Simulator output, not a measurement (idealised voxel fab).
This section sets out a process module, namely voxel released beams.
cross-section cut | 190 nm wide | cells 5 nm
In what follows, cross-sections appear as grids of square cells, described through bands that run from the top down, where every band is one or more rows of cells. Within each band entry, the heights of the top and of the bottom of the band appear first, in that order and in nm; the materials of the band then follow from left to right, each with its corresponding width in nm. The designation "everywhere" on a single material indicates that it fills the band from edge to edge; the designation "air" indicates empty space. Heights are reckoned from 0. Under this level, the received wafer is all of one material. The bottommost band is open-ended downward, for example "0 nm and below". So if you see something like "30..40" for the width, read it as the top row of the band sitting at the first number and the bottom row at the second, with every row in between moving by the same amount as the last. Step note "left unchanged" = no cross-section cell changed. Look at "Sealed voids" for the closed voids: empty spaces with no open path to the top, sized 8 cells or up. Each is width x height at distance, distance from the left edge, all nm. Formally, on a step line, whatever follows the settings is a remark that the simulator itself makes on the step. overlay nm: mask offset rightward from planned place, masked step; negative means leftward offset.

BELOW IS THE LIST OF PLANNED PROCESS STEPS
1. RECEIVE [material Si]
2. CONFORMAL_DEP [material Al2O3] [thk nm 5]
3. DIRECTIONAL_DEP [material SiO2] [thk nm 20]
4. MASKED_ETCH [tone open] [mask id ANCHOR] [width nm 35] [etch materials SiO2] [depth nm 20] [overlay nm 0]
5. CONFORMAL_DEP [material W] [thk nm 15]
6. DIRECTIONAL_DEP [material aC] [thk nm 10]
7. PATTERN [tone cover] [mask id BEAM] [material resist] [width nm 115] [thk nm 25] [overlay nm 0]
8. DIRECTIONAL_ETCH [etch materials aC] [depth nm 10]
9. STRIP [etch materials resist]
10. DIRECTIONAL_ETCH [etch materials W] [depth nm 15]
11. STRIP [etch materials aC]
12. STRIP [etch materials SiO2]

CROSS-SECTION OF THE WAFER UPON ARRIVAL, REPRESENTING THE STATE REACHED AFTER STEP 1
	0 nm and below  Si everywhere
	Sealed voids: none

CROSS-SECTION AT MODULE END, ONE RUN ERROR; START AND PLAN UNCHANGED FROM ABOVE
	50 nm to 40 nm  Al2O3 (55) | air (5) | Al2O3 (130)
	40 nm to 30 nm  W (55) | air (5) | W (130)
	30 nm to 25 nm  W (55) | Al2O3 (5) | W (130)
	25 nm to 20 nm  SiO2 (40) | W (15) | Al2O3 (5) | W (15) | SiO2 (115)
	20 nm to 5 nm  SiO2 (40) | W (35) | SiO2 (115)
	5 nm to 0 nm  Al2O3 everywhere
	0 nm and below  Si everywhere
	Sealed voids: none
Where did the run depart from the plan? for step 6, the planned setting was not used; the step was instead run as DIRECTIONAL_DEP [material Al2O3] [thk nm 10]
